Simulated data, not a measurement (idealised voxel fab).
Process module heading - voxel wiring stack
Square cells of 5 nm make up the cross-section cut, whose width is 155 nm.
A cross-section is a grid of square cells, given in bands from the top down. A band is one or more rows of cells.
Top, bottom (nm), then materials left to right with widths (nm); lone material tagged "edge to edge" fills the whole band edge to edge; "air" = empty space.
Heights are measured from 0, the level below which the as-received wafer is all one material; the lowest band has no bottom and continues downward, written as in "0 nm and below".
It should be noted that a width expressed as "30..40" varies in equal increments from row to row of cells within the band, taking the value of the first number at the top row and that of the second number at the bottom row.
Step marked "identical to before"? Then no cell in the cross-section changed in it.
"Enclosed void inventory" means: voids of 8 cells or more that are shut off from the top with no open way through. Written width x height at distance, distance from the left edge, in nm.
On a step's line, text after the settings is the simulator commenting on that step.
Steps that use a mask can have "overlay nm" on their line. It says how far the mask sat to the right of where it was meant to be. Negative means to the left.
## Steps in the process plan
1) RECEIVE,material Si
2) CONFORMAL_DEP,material SiO2,thk nm 10
3) CONFORMAL_DEP,material SiN,thk nm 5
4) DIRECTIONAL_DEP,material SiO2,thk nm 15
5) MASKED_ETCH,tone open,mask id METAL_1,width nm 30,pitch nm 60,etch materials SiO2,depth nm 15,overlay nm 0
6) MASKED_ETCH,tone open,mask id METAL_1,width nm 30,pitch nm 60,etch materials SiN,depth nm 5,overlay nm 0
7) CONFORMAL_DEP,material TiN,thk nm 5
8) FILL_DEP,material Ru,thk nm 10
9) CMP,height nm 30
10) CONFORMAL_DEP,material SiCN,thk nm 5
11) DIRECTIONAL_DEP,material lowk,thk nm 15
12) DIRECTIONAL_DEP,material aC,thk nm 10
13) PATTERN,tone open,mask id PLUG_1,material resist,width nm 15,thk nm 30,overlay nm 0
14) DIRECTIONAL_ETCH,etch materials aC,depth nm 10
15) STRIP,etch materials resist
16) DIRECTIONAL_ETCH,etch materials lowk,depth nm 15
17) DIRECTIONAL_ETCH,etch materials SiCN,depth nm 5
18) STRIP,etch materials aC
19) CONFORMAL_DEP,material TiN,thk nm 5
20) FILL_DEP,material Cu,thk nm 5
21) CMP,height nm 50
22) DIRECTIONAL_DEP,material TiN,thk nm 5
23) DIRECTIONAL_DEP,material W,thk nm 25
24) PATTERN,tone cover,mask id METAL_2,material resist,width nm 30,pitch nm 60,thk nm 20,overlay nm 0
25) DIRECTIONAL_ETCH,etch materials W,depth nm 25
26) DIRECTIONAL_ETCH,etch materials TiN,depth nm 5
27) STRIP,etch materials resist
28) FILL_DEP,material lowk,thk nm 10
29) CMP,height nm 80
30) CONFORMAL_DEP,material SiCN,thk nm 5
31) DIRECTIONAL_DEP,material SiO2,thk nm 30
32) MASKED_ETCH,tone open,mask id METAL_3_HOLES,width nm 15,etch materials SiO2,depth nm 30,overlay nm 0
33) MASKED_ETCH,tone open,mask id METAL_3,width nm 30,pitch nm 60,etch materials SiO2,depth nm 20,overlay nm 0
34) MASKED_ETCH,tone open,mask id METAL_3,width nm 30,pitch nm 60,etch materials SiCN,depth nm 5,overlay nm 0
35) CONFORMAL_DEP,material TiN,thk nm 5
36) FILL_DEP,material Ru,thk nm 10
37) CMP,height nm 115
38) CONFORMAL_DEP,material SiCN,thk nm 5
39) DIRECTIONAL_DEP,material lowk,thk nm 10
40) PATTERN,tone open,mask id PLUG_3,material resist,width nm 15,pitch nm 60,thk nm 15,overlay nm 0
41) DIRECTIONAL_ETCH,etch materials lowk,depth nm 10
42) DIRECTIONAL_ETCH,etch materials SiCN,depth nm 5
43) STRIP,etch materials resist
44) EPI,material Ru,thk nm 10
45) EPI,material Ru,thk nm 5
46) CONFORMAL_DEP,material SiCN,thk nm 5
47) DIRECTIONAL_DEP,material lowk,thk nm 20
48) PATTERN,tone open,mask id METAL_4,material resist,width nm 30,pitch nm 60,thk nm 15,overlay nm 0
49) DIRECTIONAL_ETCH,etch materials lowk,depth nm 20
50) DIRECTIONAL_ETCH,etch materials SiCN,depth nm 5
51) STRIP,etch materials resist
52) CONFORMAL_DEP,material TiN,thk nm 5
53) FILL_DEP,material Cu,thk nm 5
54) CMP,height nm 155
55) CONFORMAL_DEP,material SiCN,thk nm 5
## Step 1 complete: cross-section of the wafer as received
0 nm and below  Si edge to edge
Enclosed void inventory: none
## Cross-section, end of module. Start: as above. Plan: as above. Execution: one mistake
160 nm to 155 nm  SiCN edge to edge
155 nm to 135 nm  lowk 30 nm | TiN 5 nm | Cu 20 nm | TiN 5 nm | lowk 30 nm | TiN 5 nm | Cu 20 nm | TiN 5 nm | lowk 35 nm
135 nm to 130 nm  SiCN 30 nm | TiN 30 nm | SiCN 30 nm | TiN 30 nm | SiCN 35 nm
130 nm to 120 nm  lowk 30 nm | Ru 15 nm | lowk 45 nm | Ru 15 nm | lowk 50 nm
120 nm to 115 nm  SiCN 30 nm | Ru 15 nm | SiCN 45 nm | Ru 15 nm | SiCN 50 nm
115 nm to 100 nm  SiO2 30 nm | TiN 5 nm | Ru 20 nm | TiN 5 nm | SiO2 30 nm | TiN 5 nm | Ru 20 nm | TiN 5 nm | SiO2 35 nm
100 nm to 95 nm  SiO2 30 nm | TiN 5 nm | Ru 5 nm | TiN 20 nm | SiO2 30 nm | TiN 30 nm | SiO2 35 nm
95 nm to 85 nm  SiO2 30 nm | TiN 5 nm | Ru 5 nm | TiN 5 nm | SiO2 110 nm
85 nm to 80 nm  SiCN 30 nm | TiN 15 nm | SiCN 110 nm
80 nm to 55 nm  lowk 30 nm | W 30 nm | lowk 30 nm | W 30 nm | lowk 35 nm
55 nm to 50 nm  lowk 30 nm | TiN 30 nm | lowk 30 nm | TiN 30 nm | lowk 35 nm
50 nm to 35 nm  lowk 30 nm | TiN 5 nm | Cu 5 nm | TiN 5 nm | lowk 110 nm
35 nm to 30 nm  SiCN 30 nm | TiN 15 nm | SiCN 110 nm
30 nm to 20 nm  Ru 25 nm | TiN 5 nm | SiO2 30 nm | TiN 5 nm | Ru 20 nm | TiN 5 nm | SiO2 30 nm | TiN 5 nm | Ru 30 nm
20 nm to 15 nm  TiN 30 nm | SiO2 30 nm | TiN 30 nm | SiO2 30 nm | TiN 35 nm
15 nm to 10 nm  SiN edge to edge
10 nm to 0 nm  SiO2 edge to edge
0 nm and below  Si edge to edge
Enclosed void inventory: none
In executing the process, a mistake was made relative to the plan: note that step 5 departed from the planned setting and was carried out as MASKED_ETCH,tone cover,mask id METAL_1,width nm 30,pitch nm 60,etch materials SiO2,depth nm 15,overlay nm 0
